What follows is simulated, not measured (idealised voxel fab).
process module | voxel air gaps
It is cross-section cut that appears here, measuring 175 nm in width, its square cells being 5 nm in size.
Each cross-section below is a grid of square cells, stated as bands in top-down order, with one or more rows of cells making up each band. Each band's line starts with the height of the band's top and of its bottom, in nm. Then come its materials from left to right, each with its width in nm. One material with "full width" fills the band from edge to edge. "air" is empty space. Where do heights start? At 0: under that level the wafer as delivered is made of one material only. And the lowest band has no floor; it just carries on downward, as in "0 and below". Top row gets the first number, bottom row gets the second, and each row in between changes by the same step: that is how a band width like "30->40" works. You'll sometimes find "no modifications" written for a step, and that's the way of saying that nowhere in the cross-section did a cell change during that step. This entry, "Sealed-off cavities", enumerates those empty regions of no fewer than 8 cells that possess no open connection to the top. Each region is reported in the form width x height at distance, the distance being taken from the left edge, with all three quantities expressed in nm. Whatever follows a step's settings on its line is a remark the simulator itself makes about that step. Among the settings permitted on a step's line is "overlay nm"; applied to a step with a mask, it specifies the extent to which the mask lay to the right of its planned position, whereas a negative figure signifies a position to the left.
-- The process steps that were planned are listed below
1 RECEIVE [material Si]
2 CONFORMAL_DEP [material SiO2] [thk nm 10]
3 CONFORMAL_DEP [material SiN] [thk nm 5]
4 DIRECTIONAL_DEP [material lowk] [thk nm 40]
5 PATTERN [tone open] [mask id LINES] [material resist] [width nm 20] [pitch nm 45] [thk nm 20] [overlay nm 0]
6 DIRECTIONAL_ETCH [etch materials lowk] [depth nm 40]
7 STRIP [etch materials resist]
8 CONFORMAL_DEP [material TiN] [thk nm 5]
9 FILL_DEP [material Cu] [thk nm 10]
10 CMP [height nm 55]
11 EPI [material Ru] [thk nm 10]
12 SELECTIVE_ETCH [etch materials lowk] [depth nm 50]
13 CONFORMAL_DEP [material SiN] [thk nm 5]
-- On the first of the two wafers: run conducted according to plan
-- Step 1 complete: cross-section of the wafer as received
- 0 and below = Si full width
- Sealed-off cavities: none
-- Wafer after step 2 (cross-section)
- 10 down to 0 = SiO2 full width
- Below 0, the layers are the same as they were.
-- Wafer after step 3 (cross-section)
- 15 down to 10 = SiN full width
- Below 10, the layers are the same as they were.
-- Wafer after step 4 (cross-section)
- 55 down to 15 = lowk full width
- Below 15, the layers are the same as they were.
-- Wafer after step 5 (cross-section)
- 75 down to 55 = resist (30), air (20), resist (25), air (20), resist (25), air (20), resist (35)
- Below 55, the layers are the same as they were.
-- Wafer after step 6 (cross-section)
- 75 down to 55 = resist (30), air (20), resist (25), air (20), resist (25), air (20), resist (35)
- 55 down to 15 = lowk (30), air (20), lowk (25), air (20), lowk (25), air (20), lowk (35)
- Below 15, the layers are the same as they were.
-- Wafer after step 7 (cross-section)
- 55 down to 15 = lowk (30), air (20), lowk (25), air (20), lowk (25), air (20), lowk (35)
- Below 15, the layers are the same as they were.
-- Wafer after step 8 (cross-section)
- 60 down to 55 = TiN (35), air (10), TiN (35), air (10), TiN (35), air (10), TiN (40)
- 55 down to 20 = lowk (30), TiN (5), air (10), TiN (5), lowk (25), TiN (5), air (10), TiN (5), lowk (25), TiN (5), air (10), TiN (5), lowk (35)
- 20 down to 15 = lowk (30), TiN (20), lowk (25), TiN (20), lowk (25), TiN (20), lowk (35)
- Below 15, the layers are the same as they were.
-- Wafer after step 9 (cross-section)
- 70 down to 60 = Cu full width
- 60 down to 55 = TiN (35), Cu (10), TiN (35), Cu (10), TiN (35), Cu (10), TiN (40)
- 55 down to 20 = lowk (30), TiN (5), Cu (10), TiN (5), lowk (25), TiN (5), Cu (10), TiN (5), lowk (25), TiN (5), Cu (10), TiN (5), lowk (35)
- Below 20, the layers are the same as they were.
-- Wafer after step 10 (cross-section)
- 55 down to 20 = lowk (30), TiN (5), Cu (10), TiN (5), lowk (25), TiN (5), Cu (10), TiN (5), lowk (25), TiN (5), Cu (10), TiN (5), lowk (35)
- Below 20, the layers are the same as they were.
-- Wafer after step 11 (cross-section)
- 65 down to 55 = air (20), Ru (40), air (5), Ru (40), air (5), Ru (40), air (25)
- Below 55, the layers are the same as they were.
-- Wafer after step 12 (cross-section)
- 65 down to 55 = air (20), Ru (40), air (5), Ru (40), air (5), Ru (40), air (25)
- 55 down to 20 = air (30), TiN (5), Cu (10), TiN (5), air (25), TiN (5), Cu (10), TiN (5), air (25), TiN (5), Cu (10), TiN (5), air (35)
- 20 down to 15 = air (30), TiN (20), air (25), TiN (20), air (25), TiN (20), air (35)
- Below 15, the layers are the same as they were.
-- Wafer after step 13 (cross-section)
- 70 down to 65 = air (15), SiN (140), air (20)
- 65 down to 55 = air (15), SiN (5), Ru (40), SiN (5), Ru (40), SiN (5), Ru (40), SiN (5), air (20)
- 55 down to 50 = air (15), SiN (15), TiN (5), Cu (10), TiN (5), SiN (25), TiN (5), Cu (10), TiN (5), SiN (25), TiN (5), Cu (10), TiN (5), SiN (15), air (20)
- 50 down to 20 = air (25), SiN (5), TiN (5), Cu (10), TiN (5), SiN (5), air (15), SiN (5), TiN (5), Cu (10), TiN (5), SiN (5), air (15), SiN (5), TiN (5), Cu (10), TiN (5), SiN (5), air (30)
- 20 down to 15 = SiN (30), TiN (20), SiN (25), TiN (20), SiN (25), TiN (20), SiN (35)
- Below 15, the layers are the same as they were.
- Sealed-off cavities: 15 x 30 at 55; 15 x 30 at 100
-- Second wafer - shared start and plan with the first - one error in running - same as the first up to step 9 inclusive
-- Second wafer at the planned finish of step 10, seen in cross-section
- 65 down to 60 = Cu full width
- Below 60, the layers are the same as they were.
-- Second wafer at the planned finish of step 11, seen in cross-section
- 75 down to 65 = Ru full width
- Below 65, the layers are the same as they were.
Second wafer at the planned finish of step 12, seen in cross-section: no modifications
-- Second wafer at the planned finish of step 13, seen in cross-section
- 80 down to 75 = SiN full width
- Below 75, the layers are the same as they were.
Where did the run depart from the plan? step 10 deviated from plan and actually ran as CMP [height nm 65]
Looking at both finished wafers in cells, the second ends up ahead of or behind the first on some materials: +41 Cu; +22 Ru; -76 SiN; +29 TiN; +184 lowk
At the end, the first wafer has 2 closed voids and the second wafer has 0.
